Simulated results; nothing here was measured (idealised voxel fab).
The following process module bears the name voxel fin reveal.
Section shown: cut. Width: 180 nm. Cell size: 5 nm, square.
If you're reading a cross-section in this doc, picture square cells in a grid; it comes to you as bands, top ones listed first down to the bottom, and a band can be one or more rows of cells. Each band's line starts with the height of the band's top and of its bottom, in nm. Then come its materials from left to right, each with its width in nm. One material with "edge to edge" fills the band from edge to edge. "blank" is empty space. Measure heights from 0. That's the level where, below it, the as-received wafer is all one material. The lowest band is bottomless and extends downward; write it as in "0 -> down". So if you see something like "30..40" for the width, read it as the top row of the band sitting at the first number and the bottom row at the second, with every row in between moving by the same amount as the last. "nothing changed" (step): cross-section cells unchanged, all of them. This entry, "Tabulated closed voids", enumerates those empty regions of no fewer than 8 cells that possess no open connection to the top. Each region is reported in the form width x height at distance, the distance being taken from the left edge, with all three quantities expressed in nm. Past the settings on a step's line: simulator remark, on that step. Each step line may optionally specify "overlay nm", which for a step with a mask gives the rightward distance between the mask's planned place and where it lay, a negative value indicating the leftward direction.
Intended process steps:
1. RECEIVE: material Si
2. CONFORMAL_DEP: material SiN, thk nm 10
3. DIRECTIONAL_DEP: material aC, thk nm 15
4. PATTERN: tone cover, mask id FINS, material resist, width nm 15, pitch nm 40, thk nm 35, overlay nm 0
5. DIRECTIONAL_ETCH: etch materials aC, depth nm 15
6. STRIP: etch materials resist
7. DIRECTIONAL_ETCH: etch materials SiN, depth nm 10
8. DIRECTIONAL_ETCH: etch materials Si, depth nm 35
9. STRIP: etch materials aC
10. FILL_DEP: material SiO2, thk nm 10
11. CMP: height nm 10
12. SELECTIVE_ETCH: etch materials SiO2, depth nm 20
13. STRIP: etch materials SiN
First of two wafers, processed according to plan:
As received (post step 1): cross-section:
	0 -> down = Si edge to edge
	Tabulated closed voids: none
Cross-sectional representation of the wafer at the conclusion of step 2:
	10 -> 0 = SiN edge to edge
	Under 0: no change, same as before.
Cross-sectional representation of the wafer at the conclusion of step 3:
	25 -> 10 = aC edge to edge
	Under 10: no change, same as before.
Cross-sectional representation of the wafer at the conclusion of step 4:
	60 -> 25 = 40 nm blank / 15 nm resist / 25 nm blank / 15 nm resist / 25 nm blank / 15 nm resist / 45 nm blank
	Under 25: no change, same as before.
Cross-sectional representation of the wafer at the conclusion of step 5:
	45 -> 25 = 40 nm blank / 15 nm resist / 25 nm blank / 15 nm resist / 25 nm blank / 15 nm resist / 45 nm blank
	25 -> 10 = 40 nm blank / 15 nm aC / 25 nm blank / 15 nm aC / 25 nm blank / 15 nm aC / 45 nm blank
	Under 10: no change, same as before.
Cross-sectional representation of the wafer at the conclusion of step 6:
	25 -> 10 = 40 nm blank / 15 nm aC / 25 nm blank / 15 nm aC / 25 nm blank / 15 nm aC / 45 nm blank
	Under 10: no change, same as before.
Cross-sectional representation of the wafer at the conclusion of step 7:
	25 -> 10 = 40 nm blank / 15 nm aC / 25 nm blank / 15 nm aC / 25 nm blank / 15 nm aC / 45 nm blank
	10 -> 0 = 40 nm blank / 15 nm SiN / 25 nm blank / 15 nm SiN / 25 nm blank / 15 nm SiN / 45 nm blank
	Under 0: no change, same as before.
Cross-sectional representation of the wafer at the conclusion of step 8:
	25 -> 10 = 40 nm blank / 15 nm aC / 25 nm blank / 15 nm aC / 25 nm blank / 15 nm aC / 45 nm blank
	10 -> 0 = 40 nm blank / 15 nm SiN / 25 nm blank / 15 nm SiN / 25 nm blank / 15 nm SiN / 45 nm blank
	0 -> -35 = 40 nm blank / 15 nm Si / 25 nm blank / 15 nm Si / 25 nm blank / 15 nm Si / 45 nm blank
	Under -35: no change, same as before.
Cross-sectional representation of the wafer at the conclusion of step 9:
	10 -> 0 = 40 nm blank / 15 nm SiN / 25 nm blank / 15 nm SiN / 25 nm blank / 15 nm SiN / 45 nm blank
	Under 0: no change, same as before.
Cross-sectional representation of the wafer at the conclusion of step 10:
	20 -> 10 = SiO2 edge to edge
	10 -> 0 = 40 nm SiO2 / 15 nm SiN / 25 nm SiO2 / 15 nm SiN / 25 nm SiO2 / 15 nm SiN / 45 nm SiO2
	0 -> -35 = 40 nm SiO2 / 15 nm Si / 25 nm SiO2 / 15 nm Si / 25 nm SiO2 / 15 nm Si / 45 nm SiO2
	Under -35: no change, same as before.
Cross-sectional representation of the wafer at the conclusion of step 11:
	10 -> 0 = 40 nm SiO2 / 15 nm SiN / 25 nm SiO2 / 15 nm SiN / 25 nm SiO2 / 15 nm SiN / 45 nm SiO2
	Under 0: no change, same as before.
Cross-sectional representation of the wafer at the conclusion of step 12:
	10 -> 0 = 40 nm blank / 15 nm SiN / 25 nm blank / 15 nm SiN / 25 nm blank / 15 nm SiN / 45 nm blank
	0 -> -10 = 40 nm blank / 15 nm Si / 25 nm blank / 15 nm Si / 25 nm blank / 15 nm Si / 45 nm blank
	Under -10: no change, same as before.
Cross-sectional representation of the wafer at the conclusion of step 13:
	0 -> -10 = 40 nm blank / 15 nm Si / 25 nm blank / 15 nm Si / 25 nm blank / 15 nm Si / 45 nm blank
	Under -10: no change, same as before.
Companion wafer, the second of two: same beginning, same intended sequence, one mistake in carrying it out; through step 3 inclusive it tracks the first exactly:
Cross-sectional representation of the second wafer at the time designated in the plan for the completion of step 4:
	60 -> 25 = 35 nm blank / 25 nm resist / 15 nm blank / 25 nm resist / 15 nm blank / 25 nm resist / 40 nm blank
	Under 25: no change, same as before.
Cross-sectional representation of the second wafer at the time designated in the plan for the completion of step 5:
	45 -> 25 = 35 nm blank / 25 nm resist / 15 nm blank / 25 nm resist / 15 nm blank / 25 nm resist / 40 nm blank
	25 -> 10 = 35 nm blank / 25 nm aC / 15 nm blank / 25 nm aC / 15 nm blank / 25 nm aC / 40 nm blank
	Under 10: no change, same as before.
Cross-sectional representation of the second wafer at the time designated in the plan for the completion of step 6:
	25 -> 10 = 35 nm blank / 25 nm aC / 15 nm blank / 25 nm aC / 15 nm blank / 25 nm aC / 40 nm blank
	Under 10: no change, same as before.
Cross-sectional representation of the second wafer at the time designated in the plan for the completion of step 7:
	25 -> 10 = 35 nm blank / 25 nm aC / 15 nm blank / 25 nm aC / 15 nm blank / 25 nm aC / 40 nm blank
	10 -> 0 = 35 nm blank / 25 nm SiN / 15 nm blank / 25 nm SiN / 15 nm blank / 25 nm SiN / 40 nm blank
	Under 0: no change, same as before.
Cross-sectional representation of the second wafer at the time designated in the plan for the completion of step 8:
	25 -> 10 = 35 nm blank / 25 nm aC / 15 nm blank / 25 nm aC / 15 nm blank / 25 nm aC / 40 nm blank
	10 -> 0 = 35 nm blank / 25 nm SiN / 15 nm blank / 25 nm SiN / 15 nm blank / 25 nm SiN / 40 nm blank
	0 -> -35 = 35 nm blank / 25 nm Si / 15 nm blank / 25 nm Si / 15 nm blank / 25 nm Si / 40 nm blank
	Under -35: no change, same as before.
Cross-sectional representation of the second wafer at the time designated in the plan for the completion of step 9:
	10 -> 0 = 35 nm blank / 25 nm SiN / 15 nm blank / 25 nm SiN / 15 nm blank / 25 nm SiN / 40 nm blank
	Under 0: no change, same as before.
Cross-sectional representation of the second wafer at the time designated in the plan for the completion of step 10:
	20 -> 10 = SiO2 edge to edge
	10 -> 0 = 35 nm SiO2 / 25 nm SiN / 15 nm SiO2 / 25 nm SiN / 15 nm SiO2 / 25 nm SiN / 40 nm SiO2
	0 -> -35 = 35 nm SiO2 / 25 nm Si / 15 nm SiO2 / 25 nm Si / 15 nm SiO2 / 25 nm Si / 40 nm SiO2
	Under -35: no change, same as before.
Cross-sectional representation of the second wafer at the time designated in the plan for the completion of step 11:
	10 -> 0 = 35 nm SiO2 / 25 nm SiN / 15 nm SiO2 / 25 nm SiN / 15 nm SiO2 / 25 nm SiN / 40 nm SiO2
	Under 0: no change, same as before.
Cross-sectional representation of the second wafer at the time designated in the plan for the completion of step 12:
	10 -> 0 = 35 nm blank / 25 nm SiN / 15 nm blank / 25 nm SiN / 15 nm blank / 25 nm SiN / 40 nm blank
	0 -> -10 = 35 nm blank / 25 nm Si / 15 nm blank / 25 nm Si / 15 nm blank / 25 nm Si / 40 nm blank
	Under -10: no change, same as before.
Cross-sectional representation of the second wafer at the time designated in the plan for the completion of step 13:
	0 -> -10 = 35 nm blank / 25 nm Si / 15 nm blank / 25 nm Si / 15 nm blank / 25 nm Si / 40 nm blank
	Under -10: no change, same as before.
The mistake made against the process plan was this: step 4 ran as: PATTERN: tone cover, mask id FINS, material resist, width nm 25, pitch nm 40, thk nm 35, overlay nm 0
At the finish, the second wafer shows more or fewer cells for some materials than the first does: 42 more of Si, 30 fewer of SiO2
